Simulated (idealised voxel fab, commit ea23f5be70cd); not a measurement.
Title: Process Module voxel trench capacitor
Square cell edge 5 nm, section width 280 nm, ID cut.
This document writes a cross-section as a grid whose cells are square, and gives it as bands, listed from the top down; one or more rows of cells form a band. This entry defines a band. It first specifies the height of the band's top and the height of its bottom in nm, and then specifies the band's materials from left to right, stating each material with its width in nm. The word "full width" identifies a single material that fills the band from edge to edge, while the word "empty" identifies empty space. We count height from 0. Below that, the starting wafer is all one material. The lowest band never ends at the bottom but goes on down; see "z 0 and below" for how that is written. The two numbers in a width such as "30->40" mark its ends across the band: the first belongs to the top row of cells, the second to the bottom row, and from each row to the next the width moves by the same amount. The designation "remained the same", where it is given for a processing step, indicates that no cell of the cross-section was altered in the course of that step. "closed voids" enumerates empty spaces isolated from the top, with no open way to it, that contain at least 8 cells, giving each as width x height at distance from the left edge, all three in nm. Text after the settings on a step's line: the simulator's own remark on that step. overlay nm, on a step with a mask: how far to the right of its planned place the mask lay; to the left if negative.

## Planned process steps
1: op RECEIVE | material Si
2: op CONFORMAL_DEP | material SiN | thk nm 10
3: op MASKED_ETCH | tone open | mask id TRENCH | width nm 25 | pitch nm 55 | etch materials SiN | depth nm 10 | overlay nm 0
4: op MASKED_ETCH | tone open | mask id TRENCH | width nm 25 | pitch nm 55 | etch materials Si | depth nm 30 | overlay nm 0
5: op CONFORMAL_DEP | material SiO2 | thk nm 5
6: op FILL_DEP | material polySi | thk nm 5
7: op CMP | height nm 10

## As-received state of the wafer in cross-section, equivalent to post-step 1
  z 0 and below | Si full width
  closed voids: none

## first wafer at the end, as planned
  z 10 to 0 | 45 SiN; 5 SiO2; 15 polySi; 5 SiO2; 30 SiN; 5 SiO2; 15 polySi; 5 SiO2; 30 SiN; 5 SiO2; 15 polySi; 5 SiO2; 30 SiN; 5 SiO2; 15 polySi; 5 SiO2; 45 SiN
  z 0 to -25 | 45 Si; 5 SiO2; 15 polySi; 5 SiO2; 30 Si; 5 SiO2; 15 polySi; 5 SiO2; 30 Si; 5 SiO2; 15 polySi; 5 SiO2; 30 Si; 5 SiO2; 15 polySi; 5 SiO2; 45 Si
  z -25 to -30 | 45 Si; 25 SiO2; 30 Si; 25 SiO2; 30 Si; 25 SiO2; 30 Si; 25 SiO2; 45 Si
  z -30 and below | Si full width
  closed voids: none

## Cross-section of the latter of the two wafers at module completion. It had an identical start and an identical plan to the former; in running it, one mistake was made
  z 10 to 5 | 40 polySi; 5 SiO2; 25 SiN; 5 SiO2; 20 polySi; 5 SiO2; 25 SiN; 5 SiO2; 20 polySi; 5 SiO2; 25 SiN; 5 SiO2; 20 polySi; 5 SiO2; 25 SiN; 5 SiO2; 40 polySi
  z 5 to 0 | 45 SiO2; 25 SiN; 30 SiO2; 25 SiN; 30 SiO2; 25 SiN; 30 SiO2; 25 SiN; 45 SiO2
  z 0 and below | Si full width
  closed voids: none
What broke from the plan during processing? step 3, actual vs plan mismatch, actual run op MASKED_ETCH | tone cover | mask id TRENCH | width nm 25 | pitch nm 55 | etch materials SiN | depth nm 10 | overlay nm 0
Bottom line after processing is that, in cells, the second wafer is up or down on some materials versus the first: Si: 120 more | SiN: 32 fewer | SiO2: 32 fewer | polySi: 56 fewer
